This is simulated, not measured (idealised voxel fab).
You're looking at the process module voxel self aligned vias.
Cross-section cut: width 170 nm, square cells of 5 nm.
A cross-section is a grid of square cells, given in bands from the top down. A band is one or more rows of cells. Heads up on the band format: heights come first, top then bottom, in nm. After that it's the materials left to right, each with its width in nm. A single material flagged "edge to edge" fills the whole band edge to edge, and "blank" means there's empty space there. The reference from which all heights are counted is 0, the level beneath which the as-received wafer is entirely one material; the lowest band, having no lower bound, proceeds downward and is written after the example "0 down". Width: "30..40" (first number = top row, second number = bottom row, same change from row to row of cells). Given "nothing different" for a step, no cell of the cross-section differs between before and after that step. What "Completely sealed voids" gives you is every empty space of 8 cells or more that is cut off from the top. Each appears as width x height at distance, with the distance taken from the left edge and width, height and distance all in nm. Whatever follows a step's settings on its line is a remark the simulator itself makes about that step. Each step line may optionally specify "overlay nm", which for a step with a mask gives the rightward distance between the mask's planned place and where it lay, a negative value indicating the leftward direction.
## Here's what the planned process steps look like
1,RECEIVE: material Si
2,CONFORMAL_DEP: material SiO2, thk nm 10
3,CONFORMAL_DEP: material SiCN, thk nm 5
4,DIRECTIONAL_DEP: material SiO2, thk nm 30
5,DIRECTIONAL_DEP: material aC, thk nm 10
6,PATTERN: tone open, mask id LINES, material resist, width nm 20, pitch nm 45, thk nm 25, overlay nm 0
7,DIRECTIONAL_ETCH: etch materials aC, depth nm 10
8,STRIP: etch materials resist
9,DIRECTIONAL_ETCH: etch materials SiO2, depth nm 30
10,STRIP: etch materials aC
11,CONFORMAL_DEP: material TiN, thk nm 5
12,FILL_DEP: material W, thk nm 10
13,CMP: height nm 45
14,SELECTIVE_ETCH: etch materials W Ru TiN, depth nm 10
15,FILL_DEP: material SiN, thk nm 10
16,CMP: height nm 45
17,DIRECTIONAL_DEP: material SiO2, thk nm 15
18,PATTERN: tone open, mask id VIAS, material resist, width nm 30, pitch nm 45, thk nm 15, overlay nm 0
19,DIRECTIONAL_ETCH: etch materials SiO2, depth nm 15
20,DIRECTIONAL_ETCH: etch materials SiN, depth nm 10
21,STRIP: etch materials resist
22,CONFORMAL_DEP: material TiN, thk nm 5
23,FILL_DEP: material W, thk nm 5
24,CMP: height nm 60
25,CONFORMAL_DEP: material SiCN, thk nm 5
## Wafer at receipt (post step 1), cross-section
  0 down  Si edge to edge
  Completely sealed voids: none
## Wafer at module end, in section. Began as above, planned as above, run with one mistake
  65 to 60  SiCN edge to edge
  60 to 40  45 of SiO2 / 5 of TiN / 20 of W / 5 of TiN / 15 of SiO2 / 5 of TiN / 20 of W / 5 of TiN / 50 of SiO2
  40 to 35  45 of SiO2 / 30 of TiN / 15 of SiO2 / 30 of TiN / 50 of SiO2
  35 to 30  45 of SiO2 / 10 of TiN / 10 of W / 10 of TiN / 15 of SiO2 / 10 of TiN / 10 of W / 10 of TiN / 50 of SiO2
  30 to 20  50 of SiO2 / 5 of TiN / 10 of W / 5 of TiN / 25 of SiO2 / 5 of TiN / 10 of W / 5 of TiN / 55 of SiO2
  20 to 15  50 of SiO2 / 20 of TiN / 25 of SiO2 / 20 of TiN / 55 of SiO2
  15 to 10  SiCN edge to edge
  10 to 0  SiO2 edge to edge
  0 down  Si edge to edge
  Completely sealed voids: none
Misprocessing identified: plan step 19 was conducted twice
